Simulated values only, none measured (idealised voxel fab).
The process module presented herein is designated voxel released beams.
The cross-section shown here is cut; it is 290 nm wide and divided into square cells measuring 5 nm on a side.
A cross-section is a grid of square cells, given in bands from the top down. A band is one or more rows of cells. The band entry comprises the height of the band's top followed by the height of its bottom, expressed in nm, and subsequently the band's materials from left to right, each stated together with its width in nm. Where a single material is marked with the word "everywhere", that material fills the band from edge to edge. The word "blank" represents empty space. Zero point of the height axis is 0; under it, received wafer = one material. Lowest band: continues down indefinitely, "0..down". Top row gets the first number, bottom row gets the second, and each row in between changes by the same step: that is how a band width like "30->40" works. Step marked "changes: none"? Then no cell in the cross-section changed in it. So "Enclosed internal cavities" is basically the list of trapped voids: any empty space of 8 cells or more that can't reach the top through an opening. They're written width x height at distance, the distance being from the left edge, and it's all nm. Where a step's line continues beyond its settings, the continuation is a remark by the simulator itself on that step. When a step includes a mask, the "overlay nm" setting on its line states how far to the right of its planned place that mask lay, and negative values state how far to the left.

# Set out below are the planned steps of the process
1: RECEIVE | material Si
2: CONFORMAL_DEP | material Al2O3 | thk nm 10
3: DIRECTIONAL_DEP | material SiO2 | thk nm 20
4: DIRECTIONAL_DEP | material aC | thk nm 10
5: PATTERN | tone open | mask id ANCHOR | material resist | width nm 40 | thk nm 30 | overlay nm 0
6: DIRECTIONAL_ETCH | etch materials aC | depth nm 10
7: STRIP | etch materials resist
8: DIRECTIONAL_ETCH | etch materials SiO2 | depth nm 20
9: STRIP | etch materials aC
10: CONFORMAL_DEP | material SiN | thk nm 15
11: PATTERN | tone cover | mask id BEAM | material resist | width nm 115 | thk nm 15 | overlay nm 0
12: DIRECTIONAL_ETCH | etch materials SiN | depth nm 15
13: STRIP | etch materials resist
14: STRIP | etch materials SiO2

# As-received wafer cross-section (after step 1)
0..down | Si everywhere
Enclosed internal cavities: none

# Final cross-section, module run with one mistake (start and plan as above)
35..20 | 85 nm blank, 20 nm SiN, 10 nm blank, 85 nm SiN, 90 nm blank
20..15 | 90 nm blank, 15 nm SiN, 10 nm blank, 15 nm SiN, 160 nm blank
15..0 | 90 nm blank, 40 nm SiN, 160 nm blank
0..down | Si everywhere
Enclosed internal cavities: none
Heads up, the wafer didn't run the way we planned it: plan step 2 was not performed, having been skipped
